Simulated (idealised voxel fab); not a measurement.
You're looking at the process module voxel double patterning.
Cross-sectional view cut (width: 240 nm; square cell size: 5 nm).
Cross-section = grid of square cells, listed top down in bands; band = one or more rows. It is stipulated that each band's entry specify, in nanometres, the height of the top of the band and then that of its bottom, followed by the materials of the band in left-to-right sequence, each together with its width in nanometres. A single material marked by the word "everywhere" is understood to fill the band from edge to edge; the word "blank" is understood to denote empty space. It should be noted that heights are counted from 0, beneath which the wafer as supplied is of one material throughout, and that the lowest band possesses no lower boundary but continues downward, as written in "0 -> down". Graded width ("30->40"): value in top row of band = first number; value in bottom row = second number; row-to-row change constant. What does "nothing altered" mean for a step? It means no cell of the cross-section changed in that step. Entry "Trapped voids" = empty spaces >= 8 cells with no open way to the top; each as width x height at distance, distance from left edge, all nm. Whatever follows a step's settings on its line is a remark the simulator itself makes about that step. The setting "overlay nm" may be written on the line of a step. When the step uses a mask, the value reports how far to the right of the planned place the mask lay, and a negative value reports that it lay to the left.
# Steps in the process plan
1: RECEIVE | material Si
2: CONFORMAL_DEP | material SiO2 | thk nm 5
3: DIRECTIONAL_DEP | material TiN | thk nm 20
4: DIRECTIONAL_DEP | material SiN | thk nm 10
5: PATTERN | tone open | mask id FIRST | material resist | width nm 15 | pitch nm 50 | thk nm 15 | overlay nm 0
6: DIRECTIONAL_ETCH | etch materials SiN | depth nm 10
7: STRIP | etch materials resist
8: PATTERN | tone open | mask id SECOND | material resist | width nm 15 | thk nm 15 | overlay nm 0
9: DIRECTIONAL_ETCH | etch materials SiN | depth nm 10
10: STRIP | etch materials resist
11: DIRECTIONAL_ETCH | etch materials TiN | depth nm 20
12: STRIP | etch materials SiN
# This is the cross-section of the wafer as we received it, i.e. after step 1
* 0 -> down | Si everywhere
* Trapped voids: none
# Module complete - cross-section of the first of two wafers, run according to plan
* 25 -> 5 | 85 TiN, then 15 blank, then 10 TiN, then 15 blank, then 10 TiN, then 15 blank, then 90 TiN
* 5 -> 0 | SiO2 everywhere
* 0 -> down | Si everywhere
* Trapped voids: none
# Presented here is a cross-section of the second of the two wafers as it stood at the end of the module. It was started in the same manner and assigned the same plan as the first wafer; however, one mistake was made in its execution
* 25 -> 5 | 110 blank, then 15 TiN, then 115 blank
* 5 -> 0 | SiO2 everywhere
* 0 -> down | Si everywhere
* Trapped voids: none
What went wrong in running the wafer? step 8 ran differently from the plan; actual operation with settings: PATTERN | tone cover | mask id SECOND | material resist | width nm 15 | thk nm 15 | overlay nm 0
The closing comparison, in cells, has the second wafer with more or fewer of some materials than the first: -144 TiN
